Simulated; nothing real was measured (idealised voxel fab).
Title: Process Module voxel capacitor over wiring
This is section cut - it's 205 nm across, gridded in 5 nm square cells.
Cross-section layout: square cells on a grid; listed as bands, top to bottom; a band spans one or more cell rows. Within each band entry, the heights of the top and of the bottom of the band appear first, in that order and in nm; the materials of the band then follow from left to right, each with its corresponding width in nm. The designation "throughout" on a single material indicates that it fills the band from edge to edge; the designation "blank" indicates empty space. Height reference: 0 = level under which incoming wafer is all one material. Lowest band: no bottom, runs on downward, e.g. "0 down". The width entry "30 to 40" should be interpreted row by row: the top row of cells in the band takes the first number, the bottom row takes the second number, and the change between adjacent rows is uniform throughout. Basically "no alteration" means that step didn't change any cell in the cross-section. Each empty space that has no open way to the top and spans at least 8 cells appears under "Closed void list" as width x height at distance, the distance counted from the left edge, all in nm. Text after the settings on a step's line: the simulator's own remark on that step. overlay nm: how far to the right of its planned place the mask lay on this masked step (negative: to the left).
### Below is the list of planned process steps
step 1: RECEIVE [material Si]
step 2: CONFORMAL_DEP [material SiO2] [thk nm 10]
step 3: DIRECTIONAL_DEP [material TiN] [thk nm 5]
step 4: DIRECTIONAL_DEP [material Ru] [thk nm 20]
step 5: MASKED_ETCH [tone cover] [mask id METAL_1] [width nm 25] [pitch nm 90] [etch materials Ru] [depth nm 20] [overlay nm 0]
step 6: MASKED_ETCH [tone cover] [mask id METAL_1] [width nm 25] [pitch nm 90] [etch materials TiN] [depth nm 5] [overlay nm 0]
step 7: CONFORMAL_DEP [material SiN] [thk nm 5]
step 8: FILL_DEP [material SiO2] [thk nm 10]
step 9: CMP [height nm 35]
step 10: CONFORMAL_DEP [material SiCN] [thk nm 5]
step 11: DIRECTIONAL_DEP [material lowk] [thk nm 20]
step 12: DIRECTIONAL_DEP [material aC] [thk nm 10]
step 13: PATTERN [tone open] [mask id PLUG_1] [material resist] [width nm 15] [thk nm 30] [overlay nm 0]
step 14: DIRECTIONAL_ETCH [etch materials aC] [depth nm 10]
step 15: STRIP [etch materials resist]
step 16: DIRECTIONAL_ETCH [etch materials lowk] [depth nm 20]
step 17: DIRECTIONAL_ETCH [etch materials SiCN] [depth nm 5]
step 18: STRIP [etch materials aC]
step 19: EPI [material Ru] [thk nm 10]
step 20: EPI [material Ru] [thk nm 10]
step 21: EPI [material Ru] [thk nm 5]
step 22: DIRECTIONAL_DEP [material TiN] [thk nm 10]
step 23: DIRECTIONAL_DEP [material SiN] [thk nm 5]
step 24: DIRECTIONAL_DEP [material TiN] [thk nm 5]
step 25: PATTERN [tone cover] [mask id UPPER_PLATE] [material resist] [width nm 70] [thk nm 15] [overlay nm 0]
step 26: DIRECTIONAL_ETCH [etch materials TiN] [depth nm 5]
step 27: DIRECTIONAL_ETCH [etch materials SiN] [depth nm 5]
step 28: STRIP [etch materials resist]
step 29: DIRECTIONAL_DEP [material aC] [thk nm 15]
step 30: PATTERN [tone cover] [mask id LOWER_PLATE] [material resist] [width nm 80] [thk nm 30] [overlay nm 0]
step 31: DIRECTIONAL_ETCH [etch materials aC] [depth nm 15]
step 32: STRIP [etch materials resist]
step 33: DIRECTIONAL_ETCH [etch materials TiN] [depth nm 10]
step 34: STRIP [etch materials aC]
step 35: FILL_DEP [material SiO2] [thk nm 20]
step 36: CMP [height nm 95]
step 37: MASKED_ETCH [tone open] [mask id PLUG_2] [width nm 15] [etch materials SiO2] [depth nm 15] [overlay nm 0]
step 38: CONFORMAL_DEP [material TiN] [thk nm 5]
step 39: FILL_DEP [material W] [thk nm 10]
step 40: CMP [height nm 95]
step 41: CONFORMAL_DEP [material SiN] [thk nm 5]
### The first of the two wafers, which ran as planned
### as received, after step 1
	0 down = Si throughout
	Closed void list: none
### The wafer in cross-section once step 2 is complete
	10 to 0 = SiO2 throughout
	Below 0, the layers are the same as they were.
### The wafer in cross-section once step 3 is complete
	15 to 10 = TiN throughout
	Below 10, the layers are the same as they were.
### The wafer in cross-section once step 4 is complete
	35 to 15 = Ru throughout
	Below 15, the layers are the same as they were.
### The wafer in cross-section once step 5 is complete
	35 to 15 = blank=45  Ru=25  blank=65  Ru=25  blank=45
	Below 15, the layers are the same as they were.
### The wafer in cross-section once step 6 is complete
	35 to 15 = blank=45  Ru=25  blank=65  Ru=25  blank=45
	15 to 10 = blank=45  TiN=25  blank=65  TiN=25  blank=45
	Below 10, the layers are the same as they were.
### The wafer in cross-section once step 7 is complete
	40 to 35 = blank=40  SiN=35  blank=55  SiN=35  blank=40
	35 to 15 = blank=40  SiN=5  Ru=25  SiN=5  blank=55  SiN=5  Ru=25  SiN=5  blank=40
	15 to 10 = SiN=45  TiN=25  SiN=65  TiN=25  SiN=45
	Below 10, the layers are the same as they were.
### The wafer in cross-section once step 8 is complete
	50 to 40 = SiO2 throughout
	40 to 35 = SiO2=40  SiN=35  SiO2=55  SiN=35  SiO2=40
	35 to 15 = SiO2=40  SiN=5  Ru=25  SiN=5  SiO2=55  SiN=5  Ru=25  SiN=5  SiO2=40
	Below 15, the layers are the same as they were.
### The wafer in cross-section once step 9 is complete
	35 to 15 = SiO2=40  SiN=5  Ru=25  SiN=5  SiO2=55  SiN=5  Ru=25  SiN=5  SiO2=40
	Below 15, the layers are the same as they were.
### The wafer in cross-section once step 10 is complete
	40 to 35 = SiCN throughout
	Below 35, the layers are the same as they were.
### The wafer in cross-section once step 11 is complete
	60 to 40 = lowk throughout
	Below 40, the layers are the same as they were.
### The wafer in cross-section once step 12 is complete
	70 to 60 = aC throughout
	Below 60, the layers are the same as they were.
### The wafer in cross-section once step 13 is complete
	100 to 70 = resist=55  blank=15  resist=135
	Below 70, the layers are the same as they were.
### The wafer in cross-section once step 14 is complete
	90 to 70 = resist=55  blank=15  resist=135
	70 to 60 = aC=55  blank=15  aC=135
	Below 60, the layers are the same as they were.
### The wafer in cross-section once step 15 is complete
	70 to 60 = aC=55  blank=15  aC=135
	Below 60, the layers are the same as they were.
### The wafer in cross-section once step 16 is complete
	70 to 60 = aC=55  blank=15  aC=135
	60 to 40 = lowk=55  blank=15  lowk=135
	Below 40, the layers are the same as they were.
### The wafer in cross-section once step 17 is complete
	70 to 60 = aC=55  blank=15  aC=135
	60 to 40 = lowk=55  blank=15  lowk=135
	40 to 35 = SiCN=55  blank=15  SiCN=135
	Below 35, the layers are the same as they were.
### The wafer in cross-section once step 18 is complete
	60 to 40 = lowk=55  blank=15  lowk=135
	Below 40, the layers are the same as they were.
### The wafer in cross-section once step 19 is complete
	60 to 45 = lowk=55  blank=15  lowk=135
	45 to 40 = lowk=55  Ru=15  lowk=135
	40 to 35 = SiCN=55  Ru=15  SiCN=135
	Below 35, the layers are the same as they were.
### The wafer in cross-section once step 20 is complete
	60 to 55 = lowk=55  blank=15  lowk=135
	55 to 40 = lowk=55  Ru=15  lowk=135
	Below 40, the layers are the same as they were.
### The wafer in cross-section once step 21 is complete
	60 to 40 = lowk=55  Ru=15  lowk=135
	Below 40, the layers are the same as they were.
### The wafer in cross-section once step 22 is complete
	70 to 60 = TiN throughout
	Below 60, the layers are the same as they were.
### The wafer in cross-section once step 23 is complete
	75 to 70 = SiN throughout
	Below 70, the layers are the same as they were.
### The wafer in cross-section once step 24 is complete
	80 to 75 = TiN throughout
	Below 75, the layers are the same as they were.
### The wafer in cross-section once step 25 is complete
	95 to 80 = blank=55  resist=70  blank=80
	Below 80, the layers are the same as they were.
### The wafer in cross-section once step 26 is complete
	95 to 80 = blank=55  resist=70  blank=80
	80 to 75 = blank=55  TiN=70  blank=80
	Below 75, the layers are the same as they were.
### The wafer in cross-section once step 27 is complete
	95 to 80 = blank=55  resist=70  blank=80
	80 to 75 = blank=55  TiN=70  blank=80
	75 to 70 = blank=55  SiN=70  blank=80
	Below 70, the layers are the same as they were.
### The wafer in cross-section once step 28 is complete
	80 to 75 = blank=55  TiN=70  blank=80
	Below 75, the layers are the same as they were.
### The wafer in cross-section once step 29 is complete
	95 to 85 = blank=55  aC=70  blank=80
	85 to 80 = aC throughout
	80 to 75 = aC=55  TiN=70  aC=80
	75 to 70 = aC=55  SiN=70  aC=80
	Below 70, the layers are the same as they were.
### The wafer in cross-section once step 30 is complete
	125 to 95 = blank=50  resist=80  blank=75
	95 to 85 = blank=50  resist=5  aC=70  resist=5  blank=75
	Below 85, the layers are the same as they were.
### The wafer in cross-section once step 31 is complete
	110 to 95 = blank=50  resist=80  blank=75
	95 to 85 = blank=50  resist=5  aC=70  resist=5  blank=75
	85 to 80 = blank=50  aC=80  blank=75
	80 to 75 = blank=50  aC=5  TiN=70  aC=5  blank=75
	75 to 70 = blank=50  aC=5  SiN=70  aC=5  blank=75
	Below 70, the layers are the same as they were.
### The wafer in cross-section once step 32 is complete
	95 to 85 = blank=55  aC=70  blank=80
	Below 85, the layers are the same as they were.
### The wafer in cross-section once step 33 is complete
	95 to 85 = blank=55  aC=70  blank=80
	85 to 80 = blank=50  aC=80  blank=75
	80 to 75 = blank=50  aC=5  TiN=70  aC=5  blank=75
	75 to 70 = blank=50  aC=5  SiN=70  aC=5  blank=75
	70 to 60 = blank=50  TiN=80  blank=75
	Below 60, the layers are the same as they were.
### The wafer in cross-section once step 34 is complete
	80 to 75 = blank=55  TiN=70  blank=80
	75 to 70 = blank=55  SiN=70  blank=80
	Below 70, the layers are the same as they were.
### The wafer in cross-section once step 35 is complete
	100 to 80 = SiO2 throughout
	80 to 75 = SiO2=55  TiN=70  SiO2=80
	75 to 70 = SiO2=55  SiN=70  SiO2=80
	70 to 60 = SiO2=50  TiN=80  SiO2=75
	Below 60, the layers are the same as they were.
### The wafer in cross-section once step 36 is complete
	95 to 80 = SiO2 throughout
	Below 80, the layers are the same as they were.
### The wafer in cross-section once step 37 is complete
	95 to 80 = SiO2=65  blank=15  SiO2=125
	Below 80, the layers are the same as they were.
### The wafer in cross-section once step 38 is complete
	100 to 95 = TiN=70  blank=5  TiN=130
	95 to 85 = SiO2=65  TiN=5  blank=5  TiN=5  SiO2=125
	85 to 75 = SiO2=65 to 55  TiN=15 to 70  SiO2=125 to 80
	Below 75, the layers are the same as they were.
### The wafer in cross-section once step 39 is complete
	110 to 100 = W throughout
	100 to 95 = TiN=70  W=5  TiN=130
	95 to 85 = SiO2=65  TiN=5  W=5  TiN=5  SiO2=125
	Below 85, the layers are the same as they were.
### The wafer in cross-section once step 40 is complete
	95 to 85 = SiO2=65  TiN=5  W=5  TiN=5  SiO2=125
	Below 85, the layers are the same as they were.
### The wafer in cross-section once step 41 is complete
	100 to 95 = SiN throughout
	Below 95, the layers are the same as they were.
### What follows concerns the second wafer, which started out like the first and was meant to follow the very same plan; one mistake crept in when it was run, but everything up to and including step 36 is the same as for the first wafer
### Second wafer shown in cross-section at the time step 37 was slated to end
	95 to 80 = SiO2=65  blank=20  SiO2=120
	Below 80, the layers are the same as they were.
### Second wafer shown in cross-section at the time step 38 was slated to end
	100 to 95 = TiN=70  blank=10  TiN=125
	95 to 85 = SiO2=65  TiN=5  blank=10  TiN=5  SiO2=120
	85 to 75 = SiO2=65 to 55  TiN=20 to 70  SiO2=120 to 80
	Below 75, the layers are the same as they were.
### Second wafer shown in cross-section at the time step 39 was slated to end
	110 to 100 = W throughout
	100 to 95 = TiN=70  W=10  TiN=125
	95 to 85 = SiO2=65  TiN=5  W=10  TiN=5  SiO2=120
	Below 85, the layers are the same as they were.
### Second wafer shown in cross-section at the time step 40 was slated to end
	95 to 85 = SiO2=65  TiN=5  W=10  TiN=5  SiO2=120
	Below 85, the layers are the same as they were.
### Second wafer shown in cross-section at the time step 41 was slated to end
	100 to 95 = SiN throughout
	Below 95, the layers are the same as they were.
What was the processing mistake? rather than as planned, step 37 actually ran as MASKED_ETCH [tone open] [mask id PLUG_2] [width nm 20] [etch materials SiO2] [depth nm 15] [overlay nm 0]
Wafer comparison, final, in cells, second relative to first, materials more or fewer: SiO2: 3 fewer, TiN: 1 more, W: 2 more
